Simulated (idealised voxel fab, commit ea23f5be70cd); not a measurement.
Herein follows the process module entitled voxel air gaps.
cross-section cut | 240 nm wide | cells 5 nm
In what follows, cross-sections appear as grids of square cells, described through bands that run from the top down, where every band is one or more rows of cells.
First you get the band's top height and its bottom height, in nm, and then the materials it's made of, left to right, with each width in nm. If you see a single material with "throughout", that one covers the band edge to edge. "air" is empty space.
Heights are measured from 0, the level below which the as-received wafer is all one material; the lowest band has no bottom and continues downward, written as in "0 and below".
The width entry "30 to 40" should be interpreted row by row: the top row of cells in the band takes the first number, the bottom row takes the second number, and the change between adjacent rows is uniform throughout.
It should be understood that the words "same as before", when stated for a given step, signify that the cross-section underwent no change in any of its cells during that step.
"Unvented internal voids" lists enclosed empty spaces (at least 8 cells, no open path upward to the top), each as width x height at distance from the left edge, in nm.
after a step's settings: what the simulator itself notes on the step
"overlay nm", when on a step's line for a step with a mask, measures how far to the right of its planned place the mask lay; a negative measure means to the left.

### The planned process steps are enumerated hereunder
- 1: RECEIVE,material Si
- 2: CONFORMAL_DEP,material SiO2,thk nm 15
- 3: CONFORMAL_DEP,material SiCN,thk nm 5
- 4: DIRECTIONAL_DEP,material SiO2,thk nm 40
- 5: DIRECTIONAL_DEP,material aC,thk nm 10
- 6: PATTERN,tone open,mask id LINES,material resist,width nm 25,pitch nm 50,thk nm 30,overlay nm 0
- 7: DIRECTIONAL_ETCH,etch materials aC,depth nm 10
- 8: STRIP,etch materials resist
- 9: DIRECTIONAL_ETCH,etch materials SiO2,depth nm 40
- 10: STRIP,etch materials aC
- 11: CONFORMAL_DEP,material TiN,thk nm 5
- 12: FILL_DEP,material Ru,thk nm 5
- 13: CMP,height nm 60
- 14: EPI,material Ru,thk nm 10
- 15: SELECTIVE_ETCH,etch materials SiO2,depth nm 50
- 16: CONFORMAL_DEP,material SiCN,thk nm 5

### Received-state cross-section, reflecting completion of step 1
- 0 and below: Si throughout
- Unvented internal voids: none

### End-of-module XS, first of two wafers, run as planned
- 75 down to 70: air: 40 / SiCN: 155 / air: 45
- 70 down to 60: air: 40 / SiCN: 5 / Ru: 45 / SiCN: 5 / Ru: 45 / SiCN: 5 / Ru: 45 / SiCN: 5 / air: 45
- 60 down to 55: air: 40 / SiCN: 15 / TiN: 5 / Ru: 15 / TiN: 5 / SiCN: 25 / TiN: 5 / Ru: 15 / TiN: 5 / SiCN: 25 / TiN: 5 / Ru: 15 / TiN: 5 / SiCN: 15 / air: 45
- 55 down to 25: air: 50 / SiCN: 5 / TiN: 5 / Ru: 15 / TiN: 5 / SiCN: 5 / air: 15 / SiCN: 5 / TiN: 5 / Ru: 15 / TiN: 5 / SiCN: 5 / air: 15 / SiCN: 5 / TiN: 5 / Ru: 15 / TiN: 5 / SiCN: 5 / air: 55
- 25 down to 20: SiCN: 55 / TiN: 25 / SiCN: 25 / TiN: 25 / SiCN: 25 / TiN: 25 / SiCN: 60
- 20 down to 15: SiCN throughout
- 15 down to 0: SiO2 throughout
- 0 and below: Si throughout
- Unvented internal voids: 15 x 30 at 85; 15 x 30 at 135

### Wafer two cross-section, module end. Start and plan unchanged from wafer one; one mistake made during the run
- 75 down to 70: SiCN throughout
- 70 down to 60: Ru: 65 / SiCN: 5 / Ru: 45 / SiCN: 5 / Ru: 45 / SiCN: 5 / Ru: 70
- 60 down to 55: Ru: 50 / TiN: 5 / SiCN: 25 / TiN: 5 / Ru: 15 / TiN: 5 / SiCN: 25 / TiN: 5 / Ru: 15 / TiN: 5 / SiCN: 25 / TiN: 5 / Ru: 55
- 55 down to 25: Ru: 50 / TiN: 5 / SiCN: 5 / air: 15 / SiCN: 5 / TiN: 5 / Ru: 15 / TiN: 5 / SiCN: 5 / air: 15 / SiCN: 5 / TiN: 5 / Ru: 15 / TiN: 5 / SiCN: 5 / air: 15 / SiCN: 5 / TiN: 5 / Ru: 55
- 25 down to 20: TiN: 55 / SiCN: 25 / TiN: 25 / SiCN: 25 / TiN: 25 / SiCN: 25 / TiN: 60
- 20 down to 15: SiCN throughout
- 15 down to 0: SiO2 throughout
- 0 and below: Si throughout
- Unvented internal voids: 15 x 30 at 60; 15 x 30 at 110; 15 x 30 at 160
Heads up, the wafer didn't run the way we planned it: step 6 was processed under conditions differing from the plan, specifically as PATTERN,tone cover,mask id LINES,material resist,width nm 25,pitch nm 50,thk nm 30,overlay nm 0
Cell-count delta at end, second wafer over first, by material: Ru: 162 more, SiCN: 4 fewer, TiN: 18 more
So at the end we're looking at 2 closed voids on the first wafer and 3 on the second.
